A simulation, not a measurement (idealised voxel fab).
You're looking at the process module voxel trench capacitor.
The cross-section shown here is cut; it is 225 nm wide and divided into square cells measuring 5 nm on a side.
Format of a cross-section: grid, square cells. Given as bands. Order: top down. Band: one or more rows of cells. Heights first: top, then bottom, in nm. Then materials, left to right, each with a width in nm. "all across" on a single material: fills the band edge to edge. "blank": empty space. Height reference: 0 = level under which incoming wafer is all one material. Lowest band: no bottom, runs on downward, e.g. "from 0 down". Note: "30 to 40" means the width goes from the first number (top row of the band) to the second number (bottom row) in equal steps per row of cells. It should be understood that the words "nothing got changed", when stated for a given step, signify that the cross-section underwent no change in any of its cells during that step. In the "Voids, fully enclosed" entry, you get each enclosed empty space of 8 cells or more, one with no open way to the top, written width x height at distance, distance from the left edge, in nm. Where a step's line continues beyond its settings, the continuation is a remark by the simulator itself on that step. overlay nm: where the mask lay relative to plan, measured to the right, on steps with a mask; negatives go left.
# Below is the list of planned process steps
1) RECEIVE with material Si
2) CONFORMAL_DEP with material SiN, thk nm 5
3) PATTERN with tone open, mask id TRENCH, material resist, width nm 25, pitch nm 45, thk nm 15, overlay nm 0
4) DIRECTIONAL_ETCH with etch materials SiN, depth nm 5
5) DIRECTIONAL_ETCH with etch materials Si, depth nm 40
6) STRIP with etch materials resist
7) CONFORMAL_DEP with material Al2O3, thk nm 5
8) FILL_DEP with material polySi, thk nm 5
9) CMP with height nm 5
# Cross-section of the incoming wafer, state after step 1
* from 0 down = Si all across
* Voids, fully enclosed: none
# Cross-sectional view of the first of the two wafers upon completion of the module, processed in accordance with the plan
* from 5 to 0 = SiN: 30  Al2O3: 5  polySi: 15  Al2O3: 5  SiN: 20  Al2O3: 5  polySi: 15  Al2O3: 5  SiN: 20  Al2O3: 5  polySi: 15  Al2O3: 5  SiN: 20  Al2O3: 5  polySi: 15  Al2O3: 5  SiN: 35
* from 0 to -35 = Si: 30  Al2O3: 5  polySi: 15  Al2O3: 5  Si: 20  Al2O3: 5  polySi: 15  Al2O3: 5  Si: 20  Al2O3: 5  polySi: 15  Al2O3: 5  Si: 20  Al2O3: 5  polySi: 15  Al2O3: 5  Si: 35
* from -35 to -40 = Si: 30  Al2O3: 25  Si: 20  Al2O3: 25  Si: 20  Al2O3: 25  Si: 20  Al2O3: 25  Si: 35
* from -40 down = Si all across
* Voids, fully enclosed: none
# Wafer two cross-section, module end. Start and plan unchanged from wafer one; one mistake made during the run
* from 5 to 0 = SiN: 35  polySi: 15  SiN: 30  polySi: 15  SiN: 30  polySi: 15  SiN: 30  polySi: 15  SiN: 40
* from 0 to -35 = Si: 30  SiN: 5  polySi: 15  SiN: 5  Si: 20  SiN: 5  polySi: 15  SiN: 5  Si: 20  SiN: 5  polySi: 15  SiN: 5  Si: 20  SiN: 5  polySi: 15  SiN: 5  Si: 35
* from -35 to -40 = Si: 30  SiN: 25  Si: 20  SiN: 25  Si: 20  SiN: 25  Si: 20  SiN: 25  Si: 35
* from -40 down = Si all across
* Voids, fully enclosed: none
Finding, execution versus plan: step 7 did not happen as planned, as run it was CONFORMAL_DEP with material SiN, thk nm 5
Final wafer comparison in cells, second versus first, more or fewer per material: -84 Al2O3 | +84 SiN
